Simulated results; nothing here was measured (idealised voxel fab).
The following is a process module called voxel local oxidation.
Cross-section cut spans 255 nm and uses square cells 5 nm in size.
Reading order for cross-sections: top band down to bottom band. Underlying form: a grid of square cells. Band size: one or more rows of cells. In this notation a band is specified by the heights of its top and bottom, in that order and in nm, after which its materials appear from left to right, each paired with its width in nm. The word "full width" attached to a single material means that material fills the band from edge to edge; the word "air" stands for empty space. Note: height 0 marks the level under which the wafer is uniformly one material as received. Lowest band unbounded below, written "top 0, no bottom". When a width is written as two numbers, as in "30..40", the first number is the width in the top row of cells of the band and the second is the width in its bottom row, and the width changes by the same amount from each row to the next. Take "remained the same" at face value: in the step it is given for, the cross-section changed in none of its cells. "Closed void listing": sealed empty spaces, 8 cells or more, no open way to top, listed width x height at distance, with distance from the left edge and width, height and distance in nm. The remark found on a step's line after its settings is issued by the simulator itself and pertains to that step. The optional step-line setting "overlay nm" applies to steps with a mask and quantifies how far to the right of its planned location the mask lay, a negative value indicating leftward placement.

**plan**
step 1: RECEIVE (material Si)
step 2: CONFORMAL_DEP (material SiO2; thk nm 5)
step 3: CONFORMAL_DEP (material SiN; thk nm 15)
step 4: PATTERN (tone cover; mask id ACTIVE; material resist; width nm 95; thk nm 20; overlay nm 0)
step 5: DIRECTIONAL_ETCH (etch materials SiN; depth nm 15)
step 6: STRIP (etch materials resist)
step 7: SELECTIVE_ETCH (etch materials SiO2; depth nm 5)
step 8: OXIDIZE (depth nm 10)
step 9: STRIP (etch materials SiN)

**First of two wafers - as planned**

**Wafer as received: cross-section following step 1**
    top 0, no bottom = Si full width
    Closed void listing: none

**Wafer after step 2 (cross-section)**
    top 5, bottom 0 = SiO2 full width
    Heights below 0 show no change.

**Wafer after step 3 (cross-section)**
    top 20, bottom 5 = SiN full width
    Heights below 5 show no change.

**Wafer after step 4 (cross-section)**
    top 40, bottom 20 = air: 80 / resist: 95 / air: 80
    Heights below 20 show no change.

**Wafer after step 5 (cross-section)**
    top 40, bottom 20 = air: 80 / resist: 95 / air: 80
    top 20, bottom 5 = air: 80 / SiN: 95 / air: 80
    Heights below 5 show no change.

**Wafer after step 6 (cross-section)**
    top 20, bottom 5 = air: 80 / SiN: 95 / air: 80
    Heights below 5 show no change.

**Wafer after step 7 (cross-section)**
    top 20, bottom 5 = air: 80 / SiN: 95 / air: 80
    top 5, bottom 0 = air: 85 / SiO2: 85 / air: 85
    Heights below 0 show no change.

**Wafer after step 8 (cross-section)**
    top 20, bottom 5 = air: 80 / SiN: 95 / air: 80
    top 5, bottom 0 = air: 85 / SiO2: 85 / air: 85
    top 0, bottom -10 = SiO2: 95 / Si: 65 / SiO2: 95
    Heights below -10 show no change.

**Wafer after step 9 (cross-section)**
    top 5, bottom 0 = air: 85 / SiO2: 85 / air: 85
    Heights below 0 show no change.

**Wafer two: like wafer one in start and plan, but with one mistake in execution; identical up to and including step 8**

Cross-section of the second wafer when, according to plan, step 9 should have finished: remained the same
In executing the process, a mistake was made relative to the plan: skipped: plan step 9 (never run)
Looking at both finished wafers in cells, the second ends up ahead of or behind the first on some materials: SiN: 57 more
